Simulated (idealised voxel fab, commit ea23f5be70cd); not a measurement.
process module | voxel self aligned vias
cross-section cut | 290 nm wide | cells 5 nm
A cross-section is a grid of square cells, given in bands from the top down. A band is one or more rows of cells.
Each band's line starts with the height of the band's top and of its bottom, in nm. Then come its materials from left to right, each with its width in nm. One material with "throughout" fills the band from edge to edge. "air" is empty space.
Height 0 is the level under which the wafer as received is all one material. The lowest band goes on downwards, as in "0 down".
A width such as "30 to 40" changes by the same amount from each row of cells to the next, from the band's top row to its bottom row.
"no change" after a step means that no cell of the cross-section changed.
closed voids: empty space of 8 cells or more with no open way to the top, each as width x height at its distance from the left edge, in nm
after a step's settings: what the simulator itself notes on the step
overlay nm, on a step with a mask: how far to the right of its planned place the mask lay; to the left if negative
plan
1 op RECEIVE | material Si
2 op CONFORMAL_DEP | material SiO2 | thk nm 10
3 op CONFORMAL_DEP | material SiCN | thk nm 5
4 op DIRECTIONAL_DEP | material SiO2 | thk nm 20
5 op MASKED_ETCH | tone open | mask id LINES | width nm 25 | pitch nm 50 | etch materials SiO2 | depth nm 20 | overlay nm 0
6 op CONFORMAL_DEP | material TiN | thk nm 5
7 op FILL_DEP | material Ru | thk nm 5
8 op CMP | height nm 35
9 op SELECTIVE_ETCH | etch materials W Ru TiN | depth nm 5
10 op FILL_DEP | material SiN | thk nm 10
11 op CMP | height nm 35
12 op DIRECTIONAL_DEP | material SiO2 | thk nm 15
13 op DIRECTIONAL_DEP | material aC | thk nm 10
14 op PATTERN | tone open | mask id VIAS | material resist | width nm 35 | pitch nm 50 | thk nm 30 | overlay nm 0
15 op DIRECTIONAL_ETCH | etch materials aC | depth nm 10
16 op STRIP | etch materials resist
17 op DIRECTIONAL_ETCH | etch materials SiO2 | depth nm 15
18 op DIRECTIONAL_ETCH | etch materials SiN | depth nm 5
19 op STRIP | etch materials aC
20 op CONFORMAL_DEP | material TiN | thk nm 5
21 op FILL_DEP | material Cu | thk nm 5
22 op CMP | height nm 50
23 op CONFORMAL_DEP | material SiN | thk nm 5
as received, after step 1
  0 down: Si throughout
  closed voids: none
a wafer at the end: this start, this plan, one mistake
  55 to 50: SiN throughout
  50 to 40: SiO2 100 | TiN 5 | Cu 25 | TiN 5 | SiO2 15 | TiN 5 | Cu 25 | TiN 5 | SiO2 105
  40 to 35: SiO2 100 | TiN 10 | Cu 15 | TiN 10 | SiO2 15 | TiN 10 | Cu 15 | TiN 10 | SiO2 105
  35 to 30: SiO2 105 | TiN 25 | SiO2 25 | TiN 25 | SiO2 110
  30 to 20: SiO2 105 | TiN 5 | Ru 15 | TiN 5 | SiO2 25 | TiN 5 | Ru 15 | TiN 5 | SiO2 110
  20 to 15: SiO2 105 | TiN 25 | SiO2 25 | TiN 25 | SiO2 110
  15 to 5: SiO2 throughout
  5 to 0: SiCN throughout
  0 down: Si throughout
  closed voids: none
what went wrong: steps 2 and 3 were swapped
